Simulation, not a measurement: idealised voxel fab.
Module name: voxel tone inversion (process module)
It is cross-section cut that appears here, measuring 235 nm in width, its square cells being 5 nm in size.
A cross-section in this document is a grid of square cells, and it is written down as bands, the top band listed before the ones below it; a band is made up of one or more rows of cells.
What a band's entry tells you: where the top is and where the bottom is, as heights in nm, and after that what lies inside, material by material from left to right, each with its width in nm. Empty space is written as the word "blank", and a single material marked with the word "full width" occupies the band from edge to edge.
Ref level 0: as-received wafer is one material below here. Bottom band extends down with no lower bound ("0 nm and below").
Width spec "30->40" -> top row of cells at first value, bottom row at second value, equal per-row change in between.
For the purposes of this document, the phrase "remains unaltered" attached to a step denotes that no cell within the cross-section was modified by that step.
The label "Enclosed void listing" introduces a list of the empty spaces, 8 cells or larger, that have no open way up to the top; each entry in it reads width x height at distance, where the distance is taken from the left edge and all three are stated in nm.
Heads up: the bit after the settings on a step's line is the simulator's remark on that step.
overlay nm: step with mask; distance mask lay right of planned place; negative value = left of planned place.
-- Set out below are the planned steps of the process
1) RECEIVE [material Si]
2) CONFORMAL_DEP [material SiCN] [thk nm 5]
3) DIRECTIONAL_DEP [material aC] [thk nm 25]
4) PATTERN [tone cover] [mask id POSTS] [material resist] [width nm 20] [pitch nm 45] [thk nm 35] [overlay nm 0]
5) DIRECTIONAL_ETCH [etch materials aC] [depth nm 25]
6) STRIP [etch materials resist]
7) FILL_DEP [material lowk] [thk nm 10]
8) CMP [height nm 30]
9) STRIP [etch materials aC]
10) CONFORMAL_DEP [material TiN] [thk nm 5]
11) FILL_DEP [material Ru] [thk nm 10]
12) CMP [height nm 30]
13) CONFORMAL_DEP [material SiCN] [thk nm 5]
-- So this is the incoming wafer in cross-section - it's already been through step 1
- 0 nm and below: Si full width
- Enclosed void listing: none
-- Figure: cross-sectional view of the wafer upon completion of the module, processed from the initial state and according to the plan depicted above, with one error introduced during execution
- 35 nm to 30 nm: SiCN full width
- 30 nm to 5 nm: TiN full width
- 5 nm to 0 nm: SiCN full width
- 0 nm and below: Si full width
- Enclosed void listing: none
Where did the run depart from the plan? step 3 ran as: DIRECTIONAL_DEP [material TiN] [thk nm 25]
